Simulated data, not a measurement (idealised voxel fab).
The name of this process module is voxel self aligned contacts.
Displayed cross-section: cut, width of 225 nm, square cells sized 5 nm.
If you're reading a cross-section in this doc, picture square cells in a grid; it comes to you as bands, top ones listed first down to the bottom, and a band can be one or more rows of cells. Heights first: top, then bottom, in nm. Then materials, left to right, each with a width in nm. "edge to edge" on a single material: fills the band edge to edge. "blank": empty space. Where do heights start? At 0: under that level the wafer as delivered is made of one material only. And the lowest band has no floor; it just carries on downward, as in "0 -> down". Top row gets the first number, bottom row gets the second, and each row in between changes by the same step: that is how a band width like "30->40" works. No cell of the cross-section changed in a step that is given as "nothing different". "Fully closed voids" lists enclosed empty spaces (at least 8 cells, no open path upward to the top), each as width x height at distance from the left edge, in nm. Read whatever lies past the settings on a step's line as the simulator's own remark about the step. The line of a step may include "overlay nm". On a step with a mask, this value is how far to the right of its planned place the mask lay. A negative value means the mask lay to the left.

LISTED BELOW ARE THE PROCESS STEPS AS PLANNED
- 1: RECEIVE, material Si
- 2: OXIDIZE, depth nm 5
- 3: DIRECTIONAL_DEP, material polySi, thk nm 25
- 4: DIRECTIONAL_DEP, material SiN, thk nm 25
- 5: DIRECTIONAL_DEP, material aC, thk nm 10
- 6: PATTERN, tone cover, mask id GATE, material resist, width nm 35, pitch nm 80, thk nm 25, overlay nm 0
- 7: DIRECTIONAL_ETCH, etch materials aC, depth nm 10
- 8: STRIP, etch materials resist
- 9: DIRECTIONAL_ETCH, etch materials SiN, depth nm 25
- 10: DIRECTIONAL_ETCH, etch materials polySi, depth nm 25
- 11: STRIP, etch materials aC
- 12: CONFORMAL_DEP, material SiN, thk nm 10
- 13: DIRECTIONAL_ETCH, etch materials SiN, depth nm 10
- 14: FILL_DEP, material SiO2, thk nm 15
- 15: CMP, height nm 60
- 16: MASKED_ETCH, tone open, mask id CONTACT, width nm 65, pitch nm 80, etch materials SiO2, depth nm 65, overlay nm 0
- 17: CONFORMAL_DEP, material TiN, thk nm 5
- 18: FILL_DEP, material W, thk nm 10
- 19: CMP, height nm 60
- 20: CONFORMAL_DEP, material SiCN, thk nm 5

CROSS-SECTION OF THE WAFER UPON ARRIVAL, REPRESENTING THE STATE REACHED AFTER STEP 1
    0 -> down  Si edge to edge
    Fully closed voids: none

HERE'S THE WAFER CUT IN CROSS-SECTION AFTER THE MODULE, STARTED AND PLANNED JUST LIKE ABOVE, EXCEPT ONE THING WAS DONE WRONG IN THE RUN
    80 -> 75  SiCN edge to edge
    75 -> 65  W edge to edge
    65 -> 60  TiN 45, W 55, TiN 25, W 55, TiN 45
    60 -> 50  SiO2 40, TiN 5->25, W 55->15, TiN 5->25, SiO2 15, TiN 5->25, W 55->15, TiN 5->25, SiO2 40
    50 -> 25  SiO2 5, SiN 55, TiN 5, W 15, TiN 5, SiN 55, TiN 5, W 15, TiN 5, SiN 55, SiO2 5
    25 -> 0  SiO2 5, SiN 10, polySi 35, SiN 10, TiN 5, W 15, TiN 5, SiN 10, polySi 35, SiN 10, TiN 5, W 15, TiN 5, SiN 10, polySi 35, SiN 10, SiO2 5
    0 -> -5  SiO2 60, TiN 25, SiO2 55, TiN 25, SiO2 60
    -5 -> down  Si edge to edge
    Fully closed voids: none
what went wrong: the plan's step 19 was left out and never carried out
